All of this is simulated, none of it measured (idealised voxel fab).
process module | voxel spacer lines
Section cut is 240 nm wide and gridded with 5 nm square cells.
Bands, listed from the top down, are how a cross-section gets written in this document; the cross-section itself is a grid of square cells, and a band is one or more rows of them. The entry gives the band's vertical extent as a top height and a bottom height in nm, then its horizontal make-up as materials from left to right, each with a width in nm. "air" stands for empty space; a single material marked "everywhere" fills the band edge to edge. Below 0: as-received wafer, all one material; heights counted from there. Lowest band: no bottom, goes on down, written "z 0 and below". Width "30 to 40": first value at the band's top row of cells, second value at its bottom row, equal change from row to row. "changes: none" -> step changed no cross-section cell. Any empty space of 8 cells or more lacking an open way to the top shows up in "Voids, fully enclosed" as width x height at distance, distance from the left edge, in nm. If you see something after the settings on a step's line, that's the simulator's own remark about that step. overlay nm: how far to the right of its planned place the mask lay on this masked step (negative: to the left).

This section lists the process steps that were planned
1,op RECEIVE | material Si
2,op CONFORMAL_DEP | material SiO2 | thk nm 5
3,op DIRECTIONAL_DEP | material TiN | thk nm 20
4,op DIRECTIONAL_DEP | material aC | thk nm 20
5,op PATTERN | tone cover | mask id MANDREL | material resist | width nm 20 | pitch nm 70 | thk nm 30 | overlay nm 0
6,op DIRECTIONAL_ETCH | etch materials aC | depth nm 20
7,op STRIP | etch materials resist
8,op CONFORMAL_DEP | material SiN | thk nm 15
9,op DIRECTIONAL_ETCH | etch materials SiN | depth nm 15
10,op STRIP | etch materials aC
11,op DIRECTIONAL_ETCH | etch materials TiN | depth nm 20
12,op STRIP | etch materials SiN
13,op FILL_DEP | material SiO2 | thk nm 5
14,op CMP | height nm 25

Cross-section of the wafer at receipt, which is the condition after step 1
z 0 and below = Si everywhere
Voids, fully enclosed: none

The cross-section shown corresponds to the wafer at the conclusion of the module. The initial structure and the process plan are those presented above; however, one mistake occurred in executing the plan
z 25 to 0 = SiO2 everywhere
z 0 and below = Si everywhere
Voids, fully enclosed: none
Nonconformance to the process plan: for step 3, the planned setting was not used; the step was instead run as op DIRECTIONAL_DEP | material SiO2 | thk nm 20
